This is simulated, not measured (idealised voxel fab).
Presented below is a process module, voxel air gaps.
Cross-section cut: width 205 nm, square cells of 5 nm.
Heads up, the way a cross-section reads in here is a grid of square cells, handed over as bands from the top down, with every band being one or more rows of cells. Top, bottom (nm), then materials left to right with widths (nm); lone material tagged "throughout" fills the whole band edge to edge; "empty" = empty space. Convention: height 0 is the level below which the wafer, as received, is all one material. The lowest band does not terminate at the bottom but continues downward, represented as "0 nm and below". When a width is written as two numbers, as in "30 to 40", the first number is the width in the top row of cells of the band and the second is the width in its bottom row, and the width changes by the same amount from each row to the next. What does "nothing changed" mean for a step? It means no cell of the cross-section changed in that step. "Enclosed internal cavities" - sealed voids, min. 8 cells, no opening to top; format: width x height at distance (distance from left edge; nm throughout). after a step's settings: what the simulator itself notes on the step. Among the settings permitted on a step's line is "overlay nm"; applied to a step with a mask, it specifies the extent to which the mask lay to the right of its planned position, whereas a negative figure signifies a position to the left.

### Process steps - plan
step 1: RECEIVE: material Si
step 2: CONFORMAL_DEP: material SiO2, thk nm 5
step 3: CONFORMAL_DEP: material SiN, thk nm 5
step 4: DIRECTIONAL_DEP: material SiO2, thk nm 35
step 5: PATTERN: tone open, mask id LINES, material resist, width nm 25, pitch nm 55, thk nm 20, overlay nm 0
step 6: DIRECTIONAL_ETCH: etch materials SiO2, depth nm 35
step 7: STRIP: etch materials resist
step 8: CONFORMAL_DEP: material TiN, thk nm 5
step 9: FILL_DEP: material Ru, thk nm 5
step 10: CMP: height nm 50
step 11: EPI: material Ru, thk nm 10
step 12: SELECTIVE_ETCH: etch materials SiO2, depth nm 45
step 13: CONFORMAL_DEP: material SiCN, thk nm 5
Don't read the plan's thk nm for step 2 as applying to every wafer: that's the first wafer's value, and the wafers differ in it, though they all start identical.

### first wafer as received, after step 1
- 0 nm and below: Si throughout
- Enclosed internal cavities: none

### Cross-section, first of several wafers, end of module, after last step 13
- 65 nm to 60 nm: SiCN throughout
- 60 nm to 50 nm: Ru throughout
- 50 nm to 45 nm: TiN 40 nm / Ru 15 nm / TiN 40 nm / Ru 15 nm / TiN 40 nm / Ru 15 nm / TiN 40 nm
- 45 nm to 15 nm: SiO2 35 nm / TiN 5 nm / Ru 15 nm / TiN 5 nm / SiO2 30 nm / TiN 5 nm / Ru 15 nm / TiN 5 nm / SiO2 30 nm / TiN 5 nm / Ru 15 nm / TiN 5 nm / SiO2 35 nm
- 15 nm to 10 nm: SiO2 35 nm / TiN 25 nm / SiO2 30 nm / TiN 25 nm / SiO2 30 nm / TiN 25 nm / SiO2 35 nm
- 10 nm to 5 nm: SiN throughout
- 5 nm to 0 nm: SiO2 throughout
- 0 nm and below: Si throughout
- Enclosed internal cavities: none

### A cross-section through the last wafer at the close of the module
- 65 nm to 60 nm: empty 20 nm / SiCN 165 nm / empty 20 nm
- 60 nm to 50 nm: empty 20 nm / SiCN 5 nm / Ru 45 nm / SiCN 10 nm / Ru 45 nm / SiCN 10 nm / Ru 45 nm / SiCN 5 nm / empty 20 nm
- 50 nm to 45 nm: empty 20 nm / SiCN 15 nm / TiN 5 nm / Ru 15 nm / TiN 5 nm / SiCN 30 nm / TiN 5 nm / Ru 15 nm / TiN 5 nm / SiCN 30 nm / TiN 5 nm / Ru 15 nm / TiN 5 nm / SiCN 15 nm / empty 20 nm
- 45 nm to 35 nm: empty 30 nm / SiCN 5 nm / TiN 5 nm / Ru 15 nm / TiN 5 nm / SiCN 5 nm / empty 20 nm / SiCN 5 nm / TiN 5 nm / Ru 15 nm / TiN 5 nm / SiCN 5 nm / empty 20 nm / SiCN 5 nm / TiN 5 nm / Ru 15 nm / TiN 5 nm / SiCN 5 nm / empty 30 nm
- 35 nm to 30 nm: SiCN 35 nm / TiN 25 nm / SiCN 30 nm / TiN 25 nm / SiCN 30 nm / TiN 25 nm / SiCN 35 nm
- 30 nm to 25 nm: SiN throughout
- 25 nm to 0 nm: SiO2 throughout
- 0 nm and below: Si throughout
- Enclosed internal cavities: 20 x 10 at 65; 20 x 10 at 120

### So in this table every wafer gets its own row, and what you see is where it stands at the end of the module: for each material, how many cells it picked up (+) or gave up (-) since we received it, and after that its closed voids
thk nm 5, +145 Ru, +41 SiCN, +41 SiN, +223 SiO2, +83 TiN, Enclosed internal cavities: none
thk nm 10, +108 Ru, +119 SiCN, +41 SiN, +82 SiO2, +51 TiN, Enclosed internal cavities: 20 x 25 at 65; 20 x 25 at 120
thk nm 15, +99 Ru, +113 SiCN, +41 SiN, +123 SiO2, +45 TiN, Enclosed internal cavities: 20 x 20 at 65; 20 x 20 at 120
thk nm 20, +90 Ru, +107 SiCN, +41 SiN, +164 SiO2, +39 TiN, Enclosed internal cavities: 20 x 15 at 65; 20 x 15 at 120
thk nm 25, +81 Ru, +101 SiCN, +41 SiN, +205 SiO2, +33 TiN, Enclosed internal cavities: 20 x 10 at 65; 20 x 10 at 120
